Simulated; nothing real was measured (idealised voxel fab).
The following process module bears the name voxel capacitor over wiring.
We display cut, a cross-section 280 nm in width whose square cells are each 5 nm.
If you're reading a cross-section in this doc, picture square cells in a grid; it comes to you as bands, top ones listed first down to the bottom, and a band can be one or more rows of cells. Band entry format. Leading values: height of top, height of bottom, nm. Remainder: materials in left-to-right order, each with its width in nm. Special words: "all across" on a single material, which then fills the band edge to edge; "empty", empty space. Height 0 is the level under which the wafer as received is all one material. The lowest band goes on downwards, as in "0 down". The notation "30..40" denotes a width that varies across the rows of cells in the band, beginning at the first number in the top row, finishing at the second number in the bottom row, and changing by an identical amount from each row to the next. "nothing altered" -> step changed no cross-section cell. Empty spaces without an open route to the top, at least 8 cells in extent, make up the entry "Closed void catalog"; each is given as width x height at distance, where the distance is measured from the left edge, and all are in nm. Past the settings on a step's line: simulator remark, on that step. Among the settings permitted on a step's line is "overlay nm"; applied to a step with a mask, it specifies the extent to which the mask lay to the right of its planned position, whereas a negative figure signifies a position to the left.
**plan**
1: RECEIVE, material Si
2: CONFORMAL_DEP, material SiO2, thk nm 10
3: CONFORMAL_DEP, material SiN, thk nm 5
4: DIRECTIONAL_DEP, material SiO2, thk nm 15
5: PATTERN, tone open, mask id METAL_1, material resist, width nm 20, pitch nm 70, thk nm 15, overlay nm 0
6: DIRECTIONAL_ETCH, etch materials SiO2, depth nm 15
7: DIRECTIONAL_ETCH, etch materials SiN, depth nm 5
8: STRIP, etch materials resist
9: CONFORMAL_DEP, material TiN, thk nm 5
10: FILL_DEP, material W, thk nm 10
11: CMP, height nm 30
12: EPI, material Ru, thk nm 5
13: FILL_DEP, material SiCN, thk nm 5
14: DIRECTIONAL_DEP, material lowk, thk nm 10
15: DIRECTIONAL_DEP, material aC, thk nm 15
16: PATTERN, tone open, mask id PLUG_1, material resist, width nm 15, thk nm 35, overlay nm 0
17: DIRECTIONAL_ETCH, etch materials aC, depth nm 15
18: STRIP, etch materials resist
19: DIRECTIONAL_ETCH, etch materials lowk, depth nm 10
20: DIRECTIONAL_ETCH, etch materials SiCN, depth nm 5
21: STRIP, etch materials aC
22: CONFORMAL_DEP, material TiN, thk nm 5
23: FILL_DEP, material Ru, thk nm 10
24: CMP, height nm 50
25: DIRECTIONAL_DEP, material TiN, thk nm 5
26: DIRECTIONAL_DEP, material HfO2, thk nm 5
27: DIRECTIONAL_DEP, material TiN, thk nm 5
28: DIRECTIONAL_DEP, material aC, thk nm 10
29: PATTERN, tone cover, mask id UPPER_PLATE, material resist, width nm 55, thk nm 25, overlay nm 0
30: DIRECTIONAL_ETCH, etch materials aC, depth nm 10
31: STRIP, etch materials resist
32: DIRECTIONAL_ETCH, etch materials TiN, depth nm 5
33: DIRECTIONAL_ETCH, etch materials HfO2, depth nm 5
34: STRIP, etch materials aC
35: MASKED_ETCH, tone cover, mask id LOWER_PLATE, width nm 65, etch materials TiN, depth nm 5, overlay nm 0
36: FILL_DEP, material SiO2, thk nm 15
37: CMP, height nm 75
38: DIRECTIONAL_DEP, material aC, thk nm 15
39: PATTERN, tone open, mask id PLUG_2, material resist, width nm 15, thk nm 30, overlay nm 0
40: DIRECTIONAL_ETCH, etch materials aC, depth nm 15
41: STRIP, etch materials resist
42: DIRECTIONAL_ETCH, etch materials SiO2, depth nm 10
43: STRIP, etch materials aC
44: CONFORMAL_DEP, material TiN, thk nm 5
45: FILL_DEP, material Cu, thk nm 10
46: CMP, height nm 75
47: CONFORMAL_DEP, material SiCN, thk nm 5
**Wafer at receipt (post step 1), cross-section**
> 0 down = Si all across
> Closed void catalog: none
**Cross-section, end of module. Start: as above. Plan: as above. Execution: one mistake**
> 80 to 75 = SiCN all across
> 75 to 70 = 110 nm SiO2 / 5 nm TiN / 5 nm Cu / 5 nm TiN / 155 nm SiO2
> 70 to 60 = 110..100 nm SiO2 / 15..55 nm TiN / 155..125 nm SiO2
> 60 to 55 = 100 nm SiO2 / 55 nm HfO2 / 125 nm SiO2
> 55 to 50 = 95 nm SiO2 / 65 nm TiN / 120 nm SiO2
> 50 to 40 = 100 nm lowk / 5 nm TiN / 5 nm Ru / 5 nm TiN / 165 nm lowk
> 40 to 35 = 100 nm SiCN / 15 nm TiN / 165 nm SiCN
> 35 to 30 = 90 nm SiCN / 30 nm Ru / 40 nm SiCN / 30 nm Ru / 90 nm SiCN
> 30 to 20 = 95 nm SiO2 / 5 nm TiN / 10 nm W / 5 nm TiN / 50 nm SiO2 / 5 nm TiN / 10 nm W / 5 nm TiN / 95 nm SiO2
> 20 to 15 = 95 nm SiO2 / 20 nm TiN / 50 nm SiO2 / 20 nm TiN / 95 nm SiO2
> 15 to 5 = SiO2 all across
> 5 to 0 = SiN all across
> 0 down = Si all across
> Closed void catalog: none
The mistake made against the process plan was this: step 3 occupied the plan position of step 2, and the converse holds as well
